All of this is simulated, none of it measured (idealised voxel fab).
Presented below is a process module, voxel gate over fins.
cross-section cut | 260 nm wide | cells 5 nm
Heads up, the way a cross-section reads in here is a grid of square cells, handed over as bands from the top down, with every band being one or more rows of cells.
Read a band's entry like this: the first values are the height of its top and the height of its bottom in nm, and what follows is the sequence of materials from left to right, each with its width in nm. Note that "blank" is empty space, and that a single material marked "edge to edge" reaches across the band from edge to edge.
The level at which height equals 0 is the one under which the wafer, as it arrives, is entirely one material. No lower edge exists for the bottom band, which continues downward and is notated as in "z 0 and below".
Note: "30 to 40" means the width goes from the first number (top row of the band) to the second number (bottom row) in equal steps per row of cells.
For the purposes of this document, the phrase "stayed the same" attached to a step denotes that no cell within the cross-section was modified by that step.
For the entry "Enclosed void catalog", the listed items are empty spaces with no open way to the top whose size is 8 cells or more; each item follows the pattern width x height at distance, where distance is from the left edge and all three are in nm.
Formally, on a step line, whatever follows the settings is a remark that the simulator itself makes on the step.
The "overlay nm" setting may appear on a step's line; for a step that uses a mask, it gives how far to the right of its planned position the mask lay, and a negative value indicates the left.
LISTED BELOW ARE THE PROCESS STEPS AS PLANNED
| 1 | RECEIVE | material Si |
| 2 | CONFORMAL_DEP | material SiN | thk nm 10 |
| 3 | MASKED_ETCH | tone cover | mask id FINS | width nm 15 | pitch nm 45 | etch materials SiN | depth nm 10 | overlay nm 0 |
| 4 | MASKED_ETCH | tone cover | mask id FINS | width nm 15 | pitch nm 45 | etch materials Si | depth nm 35 | overlay nm 0 |
| 5 | OXIDIZE | depth nm 5 |
| 6 | FILL_DEP | material SiO2 | thk nm 15 |
| 7 | CMP | height nm 10 |
| 8 | SELECTIVE_ETCH | etch materials SiO2 | depth nm 20 |
| 9 | STRIP | etch materials SiN |
| 10 | CONFORMAL_DEP | material HfO2 | thk nm 5 |
| 11 | CONFORMAL_DEP | material TiN | thk nm 5 |
| 12 | CONFORMAL_DEP | material TiAl | thk nm 5 |
| 13 | CONFORMAL_DEP | material TiN | thk nm 5 |
| 14 | FILL_DEP | material W | thk nm 15 |
| 15 | CMP | height nm 30 |
| 16 | CONFORMAL_DEP | material SiN | thk nm 10 |
CROSS-SECTION OF THE WAFER AT RECEIPT, WHICH IS THE CONDITION AFTER STEP 1
    z 0 and below | Si edge to edge
    Enclosed void catalog: none
RESULT OF THE MODULE, CROSS-SECTIONED: START PER ABOVE, PLAN PER ABOVE, ONE ERROR IN HOW IT WAS RUN
    z 40 to 30 | SiN edge to edge
    z 30 to 20 | W edge to edge
    z 20 to 15 | 60 of W / 135 of TiN / 65 of W
    z 15 to 10 | 60 of W / 5 of TiN / 35 of TiAl / 10 of TiN / 35 of TiAl / 10 of TiN / 35 of TiAl / 5 of TiN / 65 of W
    z 10 to 5 | 65 of TiN / 5 of TiAl / 25 of W / 5 of TiAl / 10 of TiN / 5 of TiAl / 25 of W / 5 of TiAl / 10 of TiN / 5 of TiAl / 25 of W / 5 of TiAl / 70 of TiN
    z 5 to 0 | 70 of TiAl / 5 of W / 15 of HfO2 / 5 of W / 20 of TiAl / 5 of W / 15 of HfO2 / 5 of W / 20 of TiAl / 5 of W / 15 of HfO2 / 5 of W / 75 of TiAl
    z 0 to -5 | 75 of W / 5 of HfO2 / 5 of Si / 5 of HfO2 / 30 of W / 5 of HfO2 / 5 of Si / 5 of HfO2 / 30 of W / 5 of HfO2 / 5 of Si / 5 of HfO2 / 80 of W
    z -5 to -10 | 80 of HfO2 / 5 of Si / 40 of HfO2 / 5 of Si / 40 of HfO2 / 5 of Si / 85 of HfO2
    z -10 to -40 | 80 of SiO2 / 5 of Si / 40 of SiO2 / 5 of Si / 40 of SiO2 / 5 of Si / 85 of SiO2
    z -40 and below | Si edge to edge
    Enclosed void catalog: none
Heads up, the wafer didn't run the way we planned it: the process deviated at step 11: the operation and settings actually run there were CONFORMAL_DEP | material W | thk nm 5
